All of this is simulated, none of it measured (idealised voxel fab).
This is a process module. Its name is voxel wiring stack.
Xsec cut, 165 nm wide, square cell size 5 nm.
Cross-section layout: square cells on a grid; listed as bands, top to bottom; a band spans one or more cell rows.
Top height, bottom height, nm. Materials left to right, width each, nm. Single material + "full width" = fills band edge to edge. "blank" = empty.
It should be noted that heights are counted from 0, beneath which the wafer as supplied is of one material throughout, and that the lowest band possesses no lower boundary but continues downward, as written in "0 and below".
It should be noted that a width expressed as "30..40" varies in equal increments from row to row of cells within the band, taking the value of the first number at the top row and that of the second number at the bottom row.
"identical to before" means the step left every cell of the cross-section as it was.
"Cavities, sealed" specifies each empty space that is not open to the top and that occupies no fewer than 8 cells, using the form width x height at distance, the distance measured from the left edge and all three quantities in nm.
Read whatever lies past the settings on a step's line as the simulator's own remark about the step.
A step line may carry the setting "overlay nm", which, for steps involving a mask, states the distance by which the mask lay to the right of its intended position; negative values denote displacement to the left.

[The following list gives the planned process steps]
- 1: RECEIVE (material Si)
- 2: CONFORMAL_DEP (material SiO2; thk nm 10)
- 3: CONFORMAL_DEP (material SiCN; thk nm 5)
- 4: DIRECTIONAL_DEP (material SiO2; thk nm 25)
- 5: DIRECTIONAL_DEP (material aC; thk nm 10)
- 6: PATTERN (tone open; mask id METAL_1; material resist; width nm 30; pitch nm 45; thk nm 25; overlay nm -5)
- 7: DIRECTIONAL_ETCH (etch materials aC; depth nm 10)
- 8: STRIP (etch materials resist)
- 9: DIRECTIONAL_ETCH (etch materials SiO2; depth nm 25)
- 10: DIRECTIONAL_ETCH (etch materials SiCN; depth nm 5)
- 11: STRIP (etch materials aC)
- 12: CONFORMAL_DEP (material TiN; thk nm 5)
- 13: FILL_DEP (material W; thk nm 5)
- 14: CMP (height nm 40)
- 15: CONFORMAL_DEP (material SiCN; thk nm 5)
- 16: DIRECTIONAL_DEP (material lowk; thk nm 15)
- 17: DIRECTIONAL_DEP (material aC; thk nm 15)
- 18: PATTERN (tone open; mask id PLUG_1; material resist; width nm 15; pitch nm 90; thk nm 35; overlay nm 0)
- 19: DIRECTIONAL_ETCH (etch materials aC; depth nm 15)
- 20: STRIP (etch materials resist)
- 21: DIRECTIONAL_ETCH (etch materials lowk; depth nm 15)
- 22: DIRECTIONAL_ETCH (etch materials SiCN; depth nm 5)
- 23: STRIP (etch materials aC)
- 24: EPI (material Ru; thk nm 10)
- 25: EPI (material Ru; thk nm 10)
- 26: DIRECTIONAL_DEP (material TiN; thk nm 5)
- 27: DIRECTIONAL_DEP (material W; thk nm 25)
- 28: MASKED_ETCH (tone cover; mask id METAL_2; width nm 30; pitch nm 45; etch materials W; depth nm 25; overlay nm 0)
- 29: MASKED_ETCH (tone cover; mask id METAL_2; width nm 30; pitch nm 45; etch materials TiN; depth nm 5; overlay nm 0)
- 30: CONFORMAL_DEP (material SiCN; thk nm 5)
- 31: FILL_DEP (material SiO2; thk nm 5)
- 32: CMP (height nm 90)
- 33: CONFORMAL_DEP (material SiCN; thk nm 5)
- 34: DIRECTIONAL_DEP (material lowk; thk nm 25)
- 35: DIRECTIONAL_DEP (material aC; thk nm 15)
- 36: PATTERN (tone open; mask id METAL_3_HOLES; material resist; width nm 15; pitch nm 45; thk nm 35; overlay nm 0)
- 37: DIRECTIONAL_ETCH (etch materials aC; depth nm 15)
- 38: STRIP (etch materials resist)
- 39: DIRECTIONAL_ETCH (etch materials lowk; depth nm 25)
- 40: STRIP (etch materials aC)
- 41: PATTERN (tone open; mask id METAL_3; material resist; width nm 30; pitch nm 45; thk nm 15; overlay nm 0)
- 42: DIRECTIONAL_ETCH (etch materials lowk; depth nm 15)
- 43: DIRECTIONAL_ETCH (etch materials SiCN; depth nm 5)
- 44: STRIP (etch materials resist)
- 45: CONFORMAL_DEP (material TiN; thk nm 5)
- 46: FILL_DEP (material Cu; thk nm 5)
- 47: CMP (height nm 120)
- 48: CONFORMAL_DEP (material SiCN; thk nm 5)
varied across the wafers: overlay nm of step 6. The plan shows the first wafer's value. All wafers start alike

[Cross-section of the first of several wafers as received (after step 1)]
- 0 and below = Si full width
- Cavities, sealed: none

[Cross-section of the first of several wafers once the module has run through its last step, step 48]
- 125 down to 120 = SiCN full width
- 120 down to 110 = lowk 20 nm; TiN 5 nm; Cu 20 nm; TiN 5 nm; lowk 15 nm; TiN 5 nm; Cu 20 nm; TiN 5 nm; lowk 15 nm; TiN 5 nm; Cu 20 nm; TiN 5 nm; lowk 25 nm
- 110 down to 105 = lowk 20 nm; TiN 5 nm; Cu 5 nm; TiN 20 nm; lowk 15 nm; TiN 5 nm; Cu 5 nm; TiN 20 nm; lowk 15 nm; TiN 5 nm; Cu 5 nm; TiN 20 nm; lowk 25 nm
- 105 down to 95 = lowk 20 nm; TiN 5 nm; Cu 5 nm; TiN 5 nm; lowk 30 nm; TiN 5 nm; Cu 5 nm; TiN 5 nm; lowk 30 nm; TiN 5 nm; Cu 5 nm; TiN 5 nm; lowk 40 nm
- 95 down to 90 = SiCN 20 nm; TiN 15 nm; SiCN 30 nm; TiN 15 nm; SiCN 30 nm; TiN 15 nm; SiCN 40 nm
- 90 down to 65 = SiO2 15 nm; SiCN 5 nm; W 30 nm; SiCN 5 nm; SiO2 5 nm; SiCN 5 nm; W 30 nm; SiCN 5 nm; SiO2 5 nm; SiCN 5 nm; W 30 nm; SiCN 5 nm; SiO2 20 nm
- 65 down to 60 = SiCN 20 nm; TiN 30 nm; SiCN 15 nm; TiN 30 nm; SiCN 15 nm; TiN 30 nm; SiCN 25 nm
- 60 down to 45 = lowk 20 nm; Ru 15 nm; lowk 75 nm; Ru 15 nm; lowk 40 nm
- 45 down to 40 = SiCN 20 nm; Ru 15 nm; SiCN 75 nm; Ru 15 nm; SiCN 40 nm
- 40 down to 15 = SiO2 15 nm; TiN 5 nm; W 20 nm; TiN 5 nm; SiO2 15 nm; TiN 5 nm; W 20 nm; TiN 5 nm; SiO2 15 nm; TiN 5 nm; W 20 nm; TiN 5 nm; SiO2 30 nm
- 15 down to 10 = SiCN 15 nm; TiN 30 nm; SiCN 15 nm; TiN 30 nm; SiCN 15 nm; TiN 30 nm; SiCN 30 nm
- 10 down to 0 = SiO2 full width
- 0 and below = Si full width
- Cavities, sealed: none

[Cross-section of the final wafer among several, taken at the end of the module]
- 125 down to 120 = SiCN full width
- 120 down to 110 = lowk 20 nm; TiN 5 nm; Cu 20 nm; TiN 5 nm; lowk 15 nm; TiN 5 nm; Cu 20 nm; TiN 5 nm; lowk 15 nm; TiN 5 nm; Cu 20 nm; TiN 5 nm; lowk 25 nm
- 110 down to 105 = lowk 20 nm; TiN 5 nm; Cu 5 nm; TiN 20 nm; lowk 15 nm; TiN 5 nm; Cu 5 nm; TiN 20 nm; lowk 15 nm; TiN 5 nm; Cu 5 nm; TiN 20 nm; lowk 25 nm
- 105 down to 95 = lowk 20 nm; TiN 5 nm; Cu 5 nm; TiN 5 nm; lowk 30 nm; TiN 5 nm; Cu 5 nm; TiN 5 nm; lowk 30 nm; TiN 5 nm; Cu 5 nm; TiN 5 nm; lowk 40 nm
- 95 down to 90 = SiCN 20 nm; TiN 15 nm; SiCN 30 nm; TiN 15 nm; SiCN 30 nm; TiN 15 nm; SiCN 40 nm
- 90 down to 65 = SiO2 15 nm; SiCN 5 nm; W 30 nm; SiCN 5 nm; SiO2 5 nm; SiCN 5 nm; W 30 nm; SiCN 5 nm; SiO2 5 nm; SiCN 5 nm; W 30 nm; SiCN 5 nm; SiO2 20 nm
- 65 down to 60 = SiCN 20 nm; TiN 30 nm; SiCN 15 nm; TiN 30 nm; SiCN 15 nm; TiN 30 nm; SiCN 25 nm
- 60 down to 45 = lowk 20 nm; Ru 15 nm; lowk 75 nm; Ru 15 nm; lowk 40 nm
- 45 down to 40 = SiCN 20 nm; Ru 15 nm; SiCN 75 nm; Ru 15 nm; SiCN 40 nm
- 40 down to 15 = SiO2 30 nm; TiN 5 nm; W 20 nm; TiN 5 nm; SiO2 15 nm; TiN 5 nm; W 20 nm; TiN 5 nm; SiO2 15 nm; TiN 5 nm; W 20 nm; TiN 5 nm; SiO2 15 nm
- 15 down to 10 = SiCN 30 nm; TiN 30 nm; SiCN 15 nm; TiN 30 nm; SiCN 15 nm; TiN 30 nm; SiCN 15 nm
- 10 down to 0 = SiO2 full width
- 0 and below = Si full width
- Cavities, sealed: none

[Below, a row for every wafer. Read it as the end-of-module picture: for each material the wafer shows its cells gained (+) or lost (-) since it was received, and then its closed voids]
overlay nm -5, +33 Cu, +24 Ru, +144 SiCN, +186 SiO2, +114 TiN, +150 W, +174 lowk, Cavities, sealed: none
overlay nm 0, +33 Cu, +24 Ru, +144 SiCN, +186 SiO2, +114 TiN, +150 W, +174 lowk, Cavities, sealed: none
overlay nm 5, +33 Cu, +24 Ru, +144 SiCN, +186 SiO2, +114 TiN, +150 W, +174 lowk, Cavities, sealed: none
overlay nm 10, +33 Cu, +24 Ru, +144 SiCN, +186 SiO2, +114 TiN, +150 W, +174 lowk, Cavities, sealed: none
